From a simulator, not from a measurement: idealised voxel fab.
The following process module bears the name voxel quadruple lines.
The figure presents cross-section cut, which has a width of 295 nm and is divided into square cells with an edge length of 5 nm.
The cross-sections in this document take the form of a grid made of square cells. They are written out as bands, in order from top to bottom. Each band consists of one or more rows of cells. Basically the band line says how high the top is and how high the bottom is, in nm, and then what's in it from left to right, every material with its width in nm. Empty space shows up as "air", and if a single material carries "everywhere" it runs the full band edge to edge. A quick word on heights: they are counted from 0, and under that level the wafer as it came to us is one material throughout. The lowest band is different from the rest in having no bottom; it simply continues downward, written as in "0 -> down". A width given as "30 to 40" starts at the first number in the band's top row and ends at the second number in its bottom row, shifting by an equal amount at every step from row to row. For the purposes of this document, the phrase "nothing different" attached to a step denotes that no cell within the cross-section was modified by that step. Enclosed voids (no open way to top), threshold 8 cells or more, entry "Closed void roster", notation width x height at distance, distance from left edge, nm. On a step's line, text after the settings is the simulator commenting on that step. A step line may carry the setting "overlay nm", which, for steps involving a mask, states the distance by which the mask lay to the right of its intended position; negative values denote displacement to the left.
## These are the steps we planned for the process
1. RECEIVE,material Si
2. CONFORMAL_DEP,material Al2O3,thk nm 5
3. DIRECTIONAL_DEP,material TiN,thk nm 15
4. DIRECTIONAL_DEP,material polySi,thk nm 20
5. DIRECTIONAL_DEP,material aC,thk nm 20
6. PATTERN,tone cover,mask id MANDREL,material resist,width nm 20,thk nm 30,overlay nm 0
7. DIRECTIONAL_ETCH,etch materials aC,depth nm 20
8. STRIP,etch materials resist
9. CONFORMAL_DEP,material SiO2,thk nm 10
10. DIRECTIONAL_ETCH,etch materials SiO2,depth nm 10
11. STRIP,etch materials aC
12. DIRECTIONAL_ETCH,etch materials polySi,depth nm 20
13. STRIP,etch materials SiO2
14. CONFORMAL_DEP,material SiCN,thk nm 5
15. DIRECTIONAL_ETCH,etch materials SiCN,depth nm 5
16. STRIP,etch materials polySi
17. DIRECTIONAL_ETCH,etch materials TiN,depth nm 15
18. STRIP,etch materials SiCN
## Incoming wafer in cross-section (state: after step 1)
	0 -> down  Si everywhere
	Closed void roster: none
## a wafer at the end: this start, this plan, one mistake
	15 -> 0  air 120  TiN 5  air 10  TiN 5  air 10  TiN 5  air 10  TiN 5  air 125
	0 -> down  Si everywhere
	Closed void roster: none
The plan and the run diverged here: plan step 2: skipped, not run
